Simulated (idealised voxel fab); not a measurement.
Proc. module: voxel ribs on slabs
Displayed cross-section: cut, width of 155 nm, square cells sized 5 nm.
Reading order for cross-sections: top band down to bottom band. Underlying form: a grid of square cells. Band size: one or more rows of cells. Heights first: top, then bottom, in nm. Then materials, left to right, each with a width in nm. "full width" on a single material: fills the band edge to edge. "blank": empty space. Heights are reckoned from 0. Under this level, the received wafer is all of one material. The bottommost band is open-ended downward, for example "top 0, no bottom". Width: "30..40" (first number = top row, second number = bottom row, same change from row to row of cells). A step reported as "no alteration" is a step in which no cell of the cross-section changed. For the entry "Enclosed internal cavities", the listed items are empty spaces with no open way to the top whose size is 8 cells or more; each item follows the pattern width x height at distance, where distance is from the left edge and all three are in nm. Formally, on a step line, whatever follows the settings is a remark that the simulator itself makes on the step. overlay nm: where the mask lay relative to plan, measured to the right, on steps with a mask; negatives go left.
The steps planned for the process are as follows:
| 1 | RECEIVE,material Si |
| 2 | DIRECTIONAL_DEP,material SiO2,thk nm 20 |
| 3 | DIRECTIONAL_DEP,material SiN,thk nm 15 |
| 4 | DIRECTIONAL_DEP,material aC,thk nm 10 |
| 5 | PATTERN,tone cover,mask id RIB,material resist,width nm 30,thk nm 30,overlay nm 0 |
| 6 | DIRECTIONAL_ETCH,etch materials aC,depth nm 10 |
| 7 | STRIP,etch materials resist |
| 8 | DIRECTIONAL_ETCH,etch materials SiN,depth nm 10 |
| 9 | STRIP,etch materials aC |
| 10 | DIRECTIONAL_DEP,material aC,thk nm 15 |
| 11 | PATTERN,tone cover,mask id SLAB,material resist,width nm 90,thk nm 35,overlay nm 0 |
| 12 | DIRECTIONAL_ETCH,etch materials aC,depth nm 15 |
| 13 | STRIP,etch materials resist |
| 14 | DIRECTIONAL_ETCH,etch materials SiN,depth nm 5 |
| 15 | STRIP,etch materials aC |
| 16 | FILL_DEP,material SiO2,thk nm 25 |
| 17 | CMP,height nm 50 |
| 18 | DIRECTIONAL_DEP,material W,thk nm 10 |
| 19 | DIRECTIONAL_DEP,material aC,thk nm 15 |
| 20 | PATTERN,tone cover,mask id HEATER,material resist,width nm 40,thk nm 35,overlay nm 0 |
| 21 | DIRECTIONAL_ETCH,etch materials aC,depth nm 15 |
| 22 | STRIP,etch materials resist |
| 23 | DIRECTIONAL_ETCH,etch materials W,depth nm 10 |
| 24 | STRIP,etch materials aC |
| 25 | CONFORMAL_DEP,material SiN,thk nm 10 |
The cross-section here shows the wafer as received, i.e. in its state after step 1:
* top 0, no bottom  Si full width
* Enclosed internal cavities: none
First wafer of two, sectioned at end of module; run went per plan:
* top 70, bottom 60  blank=45 / SiN=60 / blank=50
* top 60, bottom 50  SiN=55 / W=40 / SiN=60
* top 50, bottom 35  SiO2 full width
* top 35, bottom 25  SiO2=60 / SiN=30 / SiO2=65
* top 25, bottom 20  SiO2=30 / SiN=90 / SiO2=35
* top 20, bottom 0  SiO2 full width
* top 0, no bottom  Si full width
* Enclosed internal cavities: none
The second wafer, shown in cross-section after the module: started the same way as the first and given the same plan, yet one mistake crept into how it was run:
* top 70, bottom 60  blank=45 / SiN=60 / blank=50
* top 60, bottom 50  SiN=55 / W=40 / SiN=60
* top 50, bottom 35  SiO2 full width
* top 35, bottom 25  SiO2=60 / SiN=30 / SiO2=65
* top 25, bottom 20  SiO2=35 / SiN=80 / SiO2=40
* top 20, bottom 0  SiO2 full width
* top 0, no bottom  Si full width
* Enclosed internal cavities: none
Short version of what went wrong: in deviation from the planned setting, step 11 was conducted as PATTERN,tone cover,mask id SLAB,material resist,width nm 80,thk nm 35,overlay nm 0
Upon completion, the second wafer contains, in terms of cells, a greater or smaller amount of certain materials than the first wafer: SiN -2; SiO2 +2
